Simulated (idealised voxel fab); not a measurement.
Proc. module: voxel capacitor over wiring
Shown is cross-section cut, with a width of 195 nm and square cells of size 5 nm.
Cross-section layout: square cells on a grid; listed as bands, top to bottom; a band spans one or more cell rows.
Each band's line starts with the height of the band's top and of its bottom, in nm. Then come its materials from left to right, each with its width in nm. One material with "everywhere" fills the band from edge to edge. "air" is empty space.
Measure heights from 0. That's the level where, below it, the as-received wafer is all one material. The lowest band is bottomless and extends downward; write it as in "0..down".
Graded width ("30 to 40"): value in top row of band = first number; value in bottom row = second number; row-to-row change constant.
"all unchanged" after a step means that no cell of the cross-section changed.
"Non-vented voids": empty spaces of 8 cells or more with no open way to the top, each given as width x height at distance, distance from the left edge, all in nm.
The remark found on a step's line after its settings is issued by the simulator itself and pertains to that step.
"overlay nm" denotes, for a step that has a mask, the displacement of the mask to the right of its planned place, with negative values corresponding to the left.

Intended process steps
1. RECEIVE [material Si]
2. CONFORMAL_DEP [material SiO2] [thk nm 10]
3. DIRECTIONAL_DEP [material TiN] [thk nm 5]
4. DIRECTIONAL_DEP [material W] [thk nm 25]
5. DIRECTIONAL_DEP [material aC] [thk nm 15]
6. PATTERN [tone cover] [mask id METAL_1] [material resist] [width nm 30] [pitch nm 85] [thk nm 30] [overlay nm 0]
7. DIRECTIONAL_ETCH [etch materials aC] [depth nm 15]
8. STRIP [etch materials resist]
9. DIRECTIONAL_ETCH [etch materials W] [depth nm 25]
10. DIRECTIONAL_ETCH [etch materials TiN] [depth nm 5]
11. STRIP [etch materials aC]
12. FILL_DEP [material lowk] [thk nm 10]
13. CMP [height nm 40]
14. CONFORMAL_DEP [material SiCN] [thk nm 5]
15. DIRECTIONAL_DEP [material lowk] [thk nm 15]
16. MASKED_ETCH [tone open] [mask id PLUG_1] [width nm 15] [etch materials lowk] [depth nm 15] [overlay nm 0]
17. MASKED_ETCH [tone open] [mask id PLUG_1] [width nm 15] [etch materials SiCN] [depth nm 5] [overlay nm 0]
18. EPI [material Ru] [thk nm 10]
19. EPI [material Ru] [thk nm 10]
20. DIRECTIONAL_DEP [material TiN] [thk nm 10]
21. DIRECTIONAL_DEP [material Al2O3] [thk nm 5]
22. DIRECTIONAL_DEP [material TiN] [thk nm 10]
23. MASKED_ETCH [tone cover] [mask id UPPER_PLATE] [width nm 60] [etch materials TiN] [depth nm 10] [overlay nm 0]
24. MASKED_ETCH [tone cover] [mask id UPPER_PLATE] [width nm 60] [etch materials Al2O3] [depth nm 5] [overlay nm 0]
25. DIRECTIONAL_DEP [material aC] [thk nm 15]
26. PATTERN [tone cover] [mask id LOWER_PLATE] [material resist] [width nm 70] [thk nm 30] [overlay nm 0]
27. DIRECTIONAL_ETCH [etch materials aC] [depth nm 15]
28. STRIP [etch materials resist]
29. DIRECTIONAL_ETCH [etch materials TiN] [depth nm 10]
30. STRIP [etch materials aC]
31. FILL_DEP [material SiO2] [thk nm 20]
32. CMP [height nm 100]
33. PATTERN [tone open] [mask id PLUG_2] [material resist] [width nm 15] [thk nm 15] [overlay nm 0]
34. DIRECTIONAL_ETCH [etch materials SiO2] [depth nm 15]
35. STRIP [etch materials resist]
36. CONFORMAL_DEP [material TiN] [thk nm 5]
37. FILL_DEP [material W] [thk nm 5]
38. CMP [height nm 100]
39. CONFORMAL_DEP [material SiCN] [thk nm 5]

Concerning the first of two wafers, which was run in accordance with the plan

Step 1 complete: cross-section of the wafer as received
- 0..down  Si everywhere
- Non-vented voids: none

After step 2: wafer cross-section
- 10..0  SiO2 everywhere
- Under 0: no change, same as before.

After step 3: wafer cross-section
- 15..10  TiN everywhere
- Under 10: no change, same as before.

After step 4: wafer cross-section
- 40..15  W everywhere
- Under 15: no change, same as before.

After step 5: wafer cross-section
- 55..40  aC everywhere
- Under 40: no change, same as before.

After step 6: wafer cross-section
- 85..55  air 40 nm | resist 30 nm | air 55 nm | resist 30 nm | air 40 nm
- Under 55: no change, same as before.

After step 7: wafer cross-section
- 70..55  air 40 nm | resist 30 nm | air 55 nm | resist 30 nm | air 40 nm
- 55..40  air 40 nm | aC 30 nm | air 55 nm | aC 30 nm | air 40 nm
- Under 40: no change, same as before.

After step 8: wafer cross-section
- 55..40  air 40 nm | aC 30 nm | air 55 nm | aC 30 nm | air 40 nm
- Under 40: no change, same as before.

After step 9: wafer cross-section
- 55..40  air 40 nm | aC 30 nm | air 55 nm | aC 30 nm | air 40 nm
- 40..15  air 40 nm | W 30 nm | air 55 nm | W 30 nm | air 40 nm
- Under 15: no change, same as before.

After step 10: wafer cross-section
- 55..40  air 40 nm | aC 30 nm | air 55 nm | aC 30 nm | air 40 nm
- 40..15  air 40 nm | W 30 nm | air 55 nm | W 30 nm | air 40 nm
- 15..10  air 40 nm | TiN 30 nm | air 55 nm | TiN 30 nm | air 40 nm
- Under 10: no change, same as before.

After step 11: wafer cross-section
- 40..15  air 40 nm | W 30 nm | air 55 nm | W 30 nm | air 40 nm
- Under 15: no change, same as before.

After step 12: wafer cross-section
- 50..40  lowk everywhere
- 40..15  lowk 40 nm | W 30 nm | lowk 55 nm | W 30 nm | lowk 40 nm
- 15..10  lowk 40 nm | TiN 30 nm | lowk 55 nm | TiN 30 nm | lowk 40 nm
- Under 10: no change, same as before.

After step 13: wafer cross-section
- 40..15  lowk 40 nm | W 30 nm | lowk 55 nm | W 30 nm | lowk 40 nm
- Under 15: no change, same as before.

After step 14: wafer cross-section
- 45..40  SiCN everywhere
- Under 40: no change, same as before.

After step 15: wafer cross-section
- 60..45  lowk everywhere
- Under 45: no change, same as before.

After step 16: wafer cross-section
- 60..45  lowk 55 nm | air 15 nm | lowk 125 nm
- Under 45: no change, same as before.

After step 17: wafer cross-section
- 60..45  lowk 55 nm | air 15 nm | lowk 125 nm
- 45..40  SiCN 55 nm | air 15 nm | SiCN 125 nm
- Under 40: no change, same as before.

After step 18: wafer cross-section
- 60..50  lowk 55 nm | air 15 nm | lowk 125 nm
- 50..45  lowk 55 nm | Ru 15 nm | lowk 125 nm
- 45..40  SiCN 55 nm | Ru 15 nm | SiCN 125 nm
- Under 40: no change, same as before.

After step 19: wafer cross-section
- 60..45  lowk 55 nm | Ru 15 nm | lowk 125 nm
- Under 45: no change, same as before.

After step 20: wafer cross-section
- 70..60  TiN everywhere
- Under 60: no change, same as before.

After step 21: wafer cross-section
- 75..70  Al2O3 everywhere
- Under 70: no change, same as before.

After step 22: wafer cross-section
- 85..75  TiN everywhere
- Under 75: no change, same as before.

After step 23: wafer cross-section
- 85..75  air 55 nm | TiN 60 nm | air 80 nm
- Under 75: no change, same as before.

After step 24: wafer cross-section
- 85..75  air 55 nm | TiN 60 nm | air 80 nm
- 75..70  air 55 nm | Al2O3 60 nm | air 80 nm
- Under 70: no change, same as before.

After step 25: wafer cross-section
- 100..85  air 55 nm | aC 60 nm | air 80 nm
- 85..75  aC 55 nm | TiN 60 nm | aC 80 nm
- 75..70  aC 55 nm | Al2O3 60 nm | aC 80 nm
- Under 70: no change, same as before.

After step 26: wafer cross-section
- 130..100  air 50 nm | resist 70 nm | air 75 nm
- 100..85  air 50 nm | resist 5 nm | aC 60 nm | resist 5 nm | air 75 nm
- Under 85: no change, same as before.

After step 27: wafer cross-section
- 115..100  air 50 nm | resist 70 nm | air 75 nm
- 100..85  air 50 nm | resist 5 nm | aC 60 nm | resist 5 nm | air 75 nm
- 85..75  air 50 nm | aC 5 nm | TiN 60 nm | aC 5 nm | air 75 nm
- 75..70  air 50 nm | aC 5 nm | Al2O3 60 nm | aC 5 nm | air 75 nm
- Under 70: no change, same as before.

After step 28: wafer cross-section
- 100..85  air 55 nm | aC 60 nm | air 80 nm
- Under 85: no change, same as before.

After step 29: wafer cross-section
- 100..85  air 55 nm | aC 60 nm | air 80 nm
- 85..75  air 50 nm | aC 5 nm | TiN 60 nm | aC 5 nm | air 75 nm
- 75..70  air 50 nm | aC 5 nm | Al2O3 60 nm | aC 5 nm | air 75 nm
- 70..60  air 50 nm | TiN 70 nm | air 75 nm
- Under 60: no change, same as before.

After step 30: wafer cross-section
- 85..75  air 55 nm | TiN 60 nm | air 80 nm
- 75..70  air 55 nm | Al2O3 60 nm | air 80 nm
- Under 70: no change, same as before.

After step 31: wafer cross-section
- 105..85  SiO2 everywhere
- 85..75  SiO2 55 nm | TiN 60 nm | SiO2 80 nm
- 75..70  SiO2 55 nm | Al2O3 60 nm | SiO2 80 nm
- 70..60  SiO2 50 nm | TiN 70 nm | SiO2 75 nm
- Under 60: no change, same as before.

After step 32: wafer cross-section
- 100..85  SiO2 everywhere
- Under 85: no change, same as before.

After step 33: wafer cross-section
- 115..100  resist 65 nm | air 15 nm | resist 115 nm
- Under 100: no change, same as before.

After step 34: wafer cross-section
- 115..100  resist 65 nm | air 15 nm | resist 115 nm
- 100..85  SiO2 65 nm | air 15 nm | SiO2 115 nm
- Under 85: no change, same as before.

After step 35: wafer cross-section
- 100..85  SiO2 65 nm | air 15 nm | SiO2 115 nm
- Under 85: no change, same as before.

After step 36: wafer cross-section
- 105..100  TiN 70 nm | air 5 nm | TiN 120 nm
- 100..90  SiO2 65 nm | TiN 5 nm | air 5 nm | TiN 5 nm | SiO2 115 nm
- 90..85  SiO2 65 nm | TiN 15 nm | SiO2 115 nm
- Under 85: no change, same as before.

After step 37: wafer cross-section
- 110..105  W everywhere
- 105..100  TiN 70 nm | W 5 nm | TiN 120 nm
- 100..90  SiO2 65 nm | TiN 5 nm | W 5 nm | TiN 5 nm | SiO2 115 nm
- Under 90: no change, same as before.

After step 38: wafer cross-section
- 100..90  SiO2 65 nm | TiN 5 nm | W 5 nm | TiN 5 nm | SiO2 115 nm
- Under 90: no change, same as before.

After step 39: wafer cross-section
- 105..100  SiCN everywhere
- Under 100: no change, same as before.

Okay, second wafer. Nothing different at the start, nothing different in the plan, just one mistake somewhere in the running. As far as step 2, counting that step, it's the first wafer all over again

Here is the second wafer in cross-section at the point where step 3 of the plan should have been done: all unchanged

Here is the second wafer in cross-section at the point where step 4 of the plan should have been done
- 35..10  W everywhere
- Under 10: no change, same as before.

Here is the second wafer in cross-section at the point where step 5 of the plan should have been done
- 50..35  aC everywhere
- Under 35: no change, same as before.

Here is the second wafer in cross-section at the point where step 6 of the plan should have been done
- 80..50  air 40 nm | resist 30 nm | air 55 nm | resist 30 nm | air 40 nm
- Under 50: no change, same as before.

Here is the second wafer in cross-section at the point where step 7 of the plan should have been done
- 65..50  air 40 nm | resist 30 nm | air 55 nm | resist 30 nm | air 40 nm
- 50..35  air 40 nm | aC 30 nm | air 55 nm | aC 30 nm | air 40 nm
- Under 35: no change, same as before.

Here is the second wafer in cross-section at the point where step 8 of the plan should have been done
- 50..35  air 40 nm | aC 30 nm | air 55 nm | aC 30 nm | air 40 nm
- Under 35: no change, same as before.

Here is the second wafer in cross-section at the point where step 9 of the plan should have been done
- 50..35  air 40 nm | aC 30 nm | air 55 nm | aC 30 nm | air 40 nm
- 35..10  air 40 nm | W 30 nm | air 55 nm | W 30 nm | air 40 nm
- Under 10: no change, same as before.

Here is the second wafer in cross-section at the point where step 10 of the plan should have been done: all unchanged

Here is the second wafer in cross-section at the point where step 11 of the plan should have been done
- 35..10  air 40 nm | W 30 nm | air 55 nm | W 30 nm | air 40 nm
- Under 10: no change, same as before.

Here is the second wafer in cross-section at the point where step 12 of the plan should have been done
- 45..35  lowk everywhere
- 35..10  lowk 40 nm | W 30 nm | lowk 55 nm | W 30 nm | lowk 40 nm
- Under 10: no change, same as before.

Here is the second wafer in cross-section at the point where step 13 of the plan should have been done
- 40..35  lowk everywhere
- Under 35: no change, same as before.

Here is the second wafer in cross-section at the point where step 14 of the plan should have been done
- 45..40  SiCN everywhere
- Under 40: no change, same as before.

Here is the second wafer in cross-section at the point where step 15 of the plan should have been done
- 60..45  lowk everywhere
- Under 45: no change, same as before.

Here is the second wafer in cross-section at the point where step 16 of the plan should have been done
- 60..45  lowk 55 nm | air 15 nm | lowk 125 nm
- Under 45: no change, same as before.

Here is the second wafer in cross-section at the point where step 17 of the plan should have been done
- 60..45  lowk 55 nm | air 15 nm | lowk 125 nm
- 45..40  SiCN 55 nm | air 15 nm | SiCN 125 nm
- Under 40: no change, same as before.

Here is the second wafer in cross-section at the point where step 18 of the plan should have been done: all unchanged

Here is the second wafer in cross-section at the point where step 19 of the plan should have been done: all unchanged

Here is the second wafer in cross-section at the point where step 20 of the plan should have been done
- 70..60  TiN 55 nm | air 15 nm | TiN 125 nm
- 60..50  lowk 55 nm | air 15 nm | lowk 125 nm
- 50..45  lowk 55 nm | TiN 15 nm | lowk 125 nm
- 45..40  SiCN 55 nm | TiN 15 nm | SiCN 125 nm
- Under 40: no change, same as before.

Here is the second wafer in cross-section at the point where step 21 of the plan should have been done
- 75..70  Al2O3 55 nm | air 15 nm | Al2O3 125 nm
- 70..60  TiN 55 nm | air 15 nm | TiN 125 nm
- 60..55  lowk 55 nm | air 15 nm | lowk 125 nm
- 55..50  lowk 55 nm | Al2O3 15 nm | lowk 125 nm
- Under 50: no change, same as before.

Here is the second wafer in cross-section at the point where step 22 of the plan should have been done
- 85..75  TiN 55 nm | air 15 nm | TiN 125 nm
- 75..70  Al2O3 55 nm | air 15 nm | Al2O3 125 nm
- 70..65  TiN 55 nm | air 15 nm | TiN 125 nm
- 65..60  TiN everywhere
- 60..55  lowk 55 nm | TiN 15 nm | lowk 125 nm
- Under 55: no change, same as before.

Here is the second wafer in cross-section at the point where step 23 of the plan should have been done
- 85..75  air 70 nm | TiN 45 nm | air 80 nm
- Under 75: no change, same as before.

Here is the second wafer in cross-section at the point where step 24 of the plan should have been done
- 85..75  air 70 nm | TiN 45 nm | air 80 nm
- 75..70  air 70 nm | Al2O3 45 nm | air 80 nm
- Under 70: no change, same as before.

Here is the second wafer in cross-section at the point where step 25 of the plan should have been done
- 100..85  air 70 nm | aC 45 nm | air 80 nm
- 85..80  aC 55 nm | air 15 nm | TiN 45 nm | aC 80 nm
- 80..75  aC 70 nm | TiN 45 nm | aC 80 nm
- 75..70  aC 70 nm | Al2O3 45 nm | aC 80 nm
- 70..65  TiN 55 nm | aC 15 nm | TiN 125 nm
- Under 65: no change, same as before.

Here is the second wafer in cross-section at the point where step 26 of the plan should have been done
- 130..100  air 50 nm | resist 70 nm | air 75 nm
- 100..85  air 50 nm | resist 20 nm | aC 45 nm | resist 5 nm | air 75 nm
- 85..80  aC 55 nm | resist 15 nm | TiN 45 nm | aC 80 nm
- Under 80: no change, same as before.

Here is the second wafer in cross-section at the point where step 27 of the plan should have been done
- 115..100  air 50 nm | resist 70 nm | air 75 nm
- 100..85  air 50 nm | resist 20 nm | aC 45 nm | resist 5 nm | air 75 nm
- 85..80  air 50 nm | aC 5 nm | resist 15 nm | TiN 45 nm | aC 5 nm | air 75 nm
- 80..75  air 50 nm | aC 20 nm | TiN 45 nm | aC 5 nm | air 75 nm
- 75..70  air 50 nm | aC 20 nm | Al2O3 45 nm | aC 5 nm | air 75 nm
- Under 70: no change, same as before.

Here is the second wafer in cross-section at the point where step 28 of the plan should have been done
- 100..85  air 70 nm | aC 45 nm | air 80 nm
- 85..80  air 50 nm | aC 5 nm | air 15 nm | TiN 45 nm | aC 5 nm | air 75 nm
- Under 80: no change, same as before.

Here is the second wafer in cross-section at the point where step 29 of the plan should have been done
- 100..85  air 70 nm | aC 45 nm | air 80 nm
- 85..80  air 50 nm | aC 5 nm | air 15 nm | TiN 45 nm | aC 5 nm | air 75 nm
- 80..75  air 50 nm | aC 20 nm | TiN 45 nm | aC 5 nm | air 75 nm
- 75..70  air 50 nm | aC 20 nm | Al2O3 45 nm | aC 5 nm | air 75 nm
- 70..65  air 50 nm | TiN 5 nm | aC 15 nm | TiN 50 nm | air 75 nm
- 65..60  air 50 nm | TiN 70 nm | air 75 nm
- Under 60: no change, same as before.

Here is the second wafer in cross-section at the point where step 30 of the plan should have been done
- 85..75  air 70 nm | TiN 45 nm | air 80 nm
- 75..70  air 70 nm | Al2O3 45 nm | air 80 nm
- 70..65  air 50 nm | TiN 5 nm | air 15 nm | TiN 50 nm | air 75 nm
- Under 65: no change, same as before.

Here is the second wafer in cross-section at the point where step 31 of the plan should have been done
- 105..85  SiO2 everywhere
- 85..75  SiO2 70 nm | TiN 45 nm | SiO2 80 nm
- 75..70  SiO2 70 nm | Al2O3 45 nm | SiO2 80 nm
- 70..65  SiO2 50 nm | TiN 5 nm | SiO2 15 nm | TiN 50 nm | SiO2 75 nm
- 65..60  SiO2 50 nm | TiN 70 nm | SiO2 75 nm
- Under 60: no change, same as before.

Here is the second wafer in cross-section at the point where step 32 of the plan should have been done
- 100..85  SiO2 everywhere
- Under 85: no change, same as before.

Here is the second wafer in cross-section at the point where step 33 of the plan should have been done
- 115..100  resist 65 nm | air 15 nm | resist 115 nm
- Under 100: no change, same as before.

Here is the second wafer in cross-section at the point where step 34 of the plan should have been done
- 115..100  resist 65 nm | air 15 nm | resist 115 nm
- 100..85  SiO2 65 nm | air 15 nm | SiO2 115 nm
- Under 85: no change, same as before.

Here is the second wafer in cross-section at the point where step 35 of the plan should have been done
- 100..85  SiO2 65 nm | air 15 nm | SiO2 115 nm
- Under 85: no change, same as before.

Here is the second wafer in cross-section at the point where step 36 of the plan should have been done
- 105..100  TiN 70 nm | air 5 nm | TiN 120 nm
- 100..90  SiO2 65 nm | TiN 5 nm | air 5 nm | TiN 5 nm | SiO2 115 nm
- 90..85  SiO2 65 nm | TiN 15 nm | SiO2 115 nm
- Under 85: no change, same as before.

Here is the second wafer in cross-section at the point where step 37 of the plan should have been done
- 110..105  W everywhere
- 105..100  TiN 70 nm | W 5 nm | TiN 120 nm
- 100..90  SiO2 65 nm | TiN 5 nm | W 5 nm | TiN 5 nm | SiO2 115 nm
- Under 90: no change, same as before.

Here is the second wafer in cross-section at the point where step 38 of the plan should have been done
- 100..90  SiO2 65 nm | TiN 5 nm | W 5 nm | TiN 5 nm | SiO2 115 nm
- Under 90: no change, same as before.

Here is the second wafer in cross-section at the point where step 39 of the plan should have been done
- 105..100  SiCN everywhere
- Under 100: no change, same as before.
Processing error: step 3 was left out
The closing comparison, in cells, has the second wafer with more or fewer of some materials than the first: 12 fewer of Ru, 12 more of SiO2, 12 fewer of TiN, 12 more of lowk
